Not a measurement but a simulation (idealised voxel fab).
process module | voxel gate over fins
cross-section cut | 205 nm wide | cells 5 nm
A cross-section is a grid of square cells, given in bands from the top down. A band is one or more rows of cells.
Each band's line starts with the height of the band's top and of its bottom, in nm. Then come its materials from left to right, each with its width in nm. One material with "throughout" fills the band from edge to edge. "air" is empty space.
Height 0 is the level under which the wafer as received is all one material. The lowest band goes on downwards, as in "0 down".
A width such as "30 to 40" changes by the same amount from each row of cells to the next, from the band's top row to its bottom row.
"no change" after a step means that no cell of the cross-section changed.
closed voids: empty space of 8 cells or more with no open way to the top, each as width x height at its distance from the left edge, in nm
after a step's settings: what the simulator itself notes on the step
overlay nm, on a step with a mask: how far to the right of its planned place the mask lay; to the left if negative
plan
1 op RECEIVE | material Si
2 op CONFORMAL_DEP | material SiN | thk nm 5
3 op PATTERN | tone cover | mask id FINS | material resist | width nm 15 | pitch nm 35 | thk nm 15 | overlay nm 0
4 op DIRECTIONAL_ETCH | etch materials SiN | depth nm 10
5 op DIRECTIONAL_ETCH | etch materials Si | depth nm 35
6 op STRIP | etch materials resist
7 op FILL_DEP | material SiO2 | thk nm 10
8 op CMP | height nm 10
9 op SELECTIVE_ETCH | etch materials SiO2 | depth nm 20
10 op STRIP | etch materials SiN
11 op CONFORMAL_DEP | material HfO2 | thk nm 5
12 op CONFORMAL_DEP | material TiN | thk nm 5
13 op FILL_DEP | material W | thk nm 15
14 op CMP | height nm 20
15 op CONFORMAL_DEP | material SiCN | thk nm 10
varied across the wafers: thk nm of step 2. The plan shows the first wafer's value. All wafers start alike
first wafer as received, after step 1
  0 down: Si throughout
  closed voids: none
each wafer at the end: cells of each material gained (+) or lost (-) since it was received, then its closed voids
thk nm 5 | +57 HfO2 | -203 Si | +82 SiCN | +145 SiO2 | +57 TiN | +108 W | closed voids: none
thk nm 10 | +57 HfO2 | -203 Si | +82 SiCN | +145 SiO2 | +57 TiN | +108 W | closed voids: none
thk nm 15 | +41 HfO2 | +82 SiCN | +41 TiN | +82 W | closed voids: none
thk nm 20 | +41 HfO2 | +82 SiCN | +41 TiN | +82 W | closed voids: none
thk nm 25 | +41 HfO2 | +82 SiCN | +41 TiN | +82 W | closed voids: none
